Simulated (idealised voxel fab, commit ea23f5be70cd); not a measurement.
process module | voxel self aligned contacts
For reference, the cross-section in this document is cut, with width 150 nm and square cells of 5 nm.
This document writes a cross-section as a grid whose cells are square, and gives it as bands, listed from the top down; one or more rows of cells form a band. What a band's entry tells you: where the top is and where the bottom is, as heights in nm, and after that what lies inside, material by material from left to right, each with its width in nm. Empty space is written as the word "air", and a single material marked with the word "everywhere" occupies the band from edge to edge. Note: height 0 marks the level under which the wafer is uniformly one material as received. Lowest band unbounded below, written "top 0, no bottom". Top row gets the first number, bottom row gets the second, and each row in between changes by the same step: that is how a band width like "30->40" works. Any step labelled "remains unaltered" changed none of the cells in the cross-section. "Internal closed voids" specifies each empty space that is not open to the top and that occupies no fewer than 8 cells, using the form width x height at distance, the distance measured from the left edge and all three quantities in nm. Formally, on a step line, whatever follows the settings is a remark that the simulator itself makes on the step. overlay nm, on a step with a mask: how far to the right of its planned place the mask lay; to the left if negative.
# These are the steps we planned for the process
| 1 | RECEIVE,material Si |
| 2 | OXIDIZE,depth nm 5 |
| 3 | DIRECTIONAL_DEP,material polySi,thk nm 20 |
| 4 | DIRECTIONAL_DEP,material SiN,thk nm 20 |
| 5 | MASKED_ETCH,tone cover,mask id GATE,width nm 35,pitch nm 65,etch materials SiN,depth nm 20,overlay nm 0 |
| 6 | MASKED_ETCH,tone cover,mask id GATE,width nm 35,pitch nm 65,etch materials polySi,depth nm 20,overlay nm 0 |
| 7 | CONFORMAL_DEP,material SiN,thk nm 5 |
| 8 | DIRECTIONAL_ETCH,etch materials SiN,depth nm 5 |
| 9 | FILL_DEP,material SiO2,thk nm 20 |
| 10 | CMP,height nm 50 |
| 11 | MASKED_ETCH,tone open,mask id CONTACT,width nm 40,etch materials SiO2,depth nm 55,overlay nm -15 |
| 12 | CONFORMAL_DEP,material TiN,thk nm 5 |
| 13 | FILL_DEP,material Ru,thk nm 5 |
| 14 | CMP,height nm 50 |
| 15 | CONFORMAL_DEP,material SiN,thk nm 5 |
Wafers differ in overlay nm at step 11; plan lists the first wafer's value; identical starting state.
# Cross-section of the first of several received wafers, showing its state after step 1
- top 0, no bottom | Si everywhere
- Internal closed voids: none
# Here is the cross-section of the first of several wafers at the end of the module, after its last step, step 15
- top 55, bottom 50 | SiN everywhere
- top 50, bottom 40 | SiO2 40 nm; TiN 5->30 nm; Ru 30->5 nm; TiN 5 nm; SiO2 70 nm
- top 40, bottom 20 | SiO2 20 nm; SiN 45 nm; TiN 5 nm; Ru 5 nm; TiN 5 nm; SiO2 5 nm; SiN 45 nm; SiO2 20 nm
- top 20, bottom 0 | SiO2 20 nm; SiN 5 nm; polySi 35 nm; SiN 5 nm; TiN 5 nm; Ru 5 nm; TiN 5 nm; SiO2 5 nm; SiN 5 nm; polySi 35 nm; SiN 5 nm; SiO2 20 nm
- top 0, bottom -5 | SiO2 65 nm; TiN 15 nm; SiO2 70 nm
- top -5, no bottom | Si everywhere
- Internal closed voids: none
# X-section, last wafer, module end
- top 55, bottom 50 | SiN everywhere
- top 50, bottom 40 | SiO2 70 nm; TiN 5 nm; Ru 30->5 nm; TiN 5->30 nm; SiO2 40 nm
- top 40, bottom 20 | SiO2 20 nm; SiN 45 nm; SiO2 5 nm; TiN 5 nm; Ru 5 nm; TiN 5 nm; SiN 45 nm; SiO2 20 nm
- top 20, bottom 0 | SiO2 20 nm; SiN 5 nm; polySi 35 nm; SiN 5 nm; SiO2 5 nm; TiN 5 nm; Ru 5 nm; TiN 5 nm; SiN 5 nm; polySi 35 nm; SiN 5 nm; SiO2 20 nm
- top 0, bottom -5 | SiO2 70 nm; TiN 15 nm; SiO2 65 nm
- top -5, no bottom | Si everywhere
- Internal closed voids: none
# The table below has one row for each wafer; a row shows, as of the end of the module, how many cells of each material the wafer has gained, marked (+), or lost, marked (-), since it was received, and then the wafer's closed voids
overlay nm -15, +15 Ru, -30 Si, +118 SiN, +143 SiO2, +28 TiN, +56 polySi, Internal closed voids: none
overlay nm -10, +24 Ru, -30 Si, +118 SiN, +134 SiO2, +28 TiN, +56 polySi, Internal closed voids: none
overlay nm -5, +24 Ru, -30 Si, +118 SiN, +134 SiO2, +28 TiN, +56 polySi, Internal closed voids: none
overlay nm 0, +24 Ru, -30 Si, +118 SiN, +134 SiO2, +28 TiN, +56 polySi, Internal closed voids: none
overlay nm 5, +24 Ru, -30 Si, +118 SiN, +134 SiO2, +28 TiN, +56 polySi, Internal closed voids: none
overlay nm 10, +24 Ru, -30 Si, +118 SiN, +134 SiO2, +28 TiN, +56 polySi, Internal closed voids: none
overlay nm 15, +15 Ru, -30 Si, +118 SiN, +143 SiO2, +28 TiN, +56 polySi, Internal closed voids: none
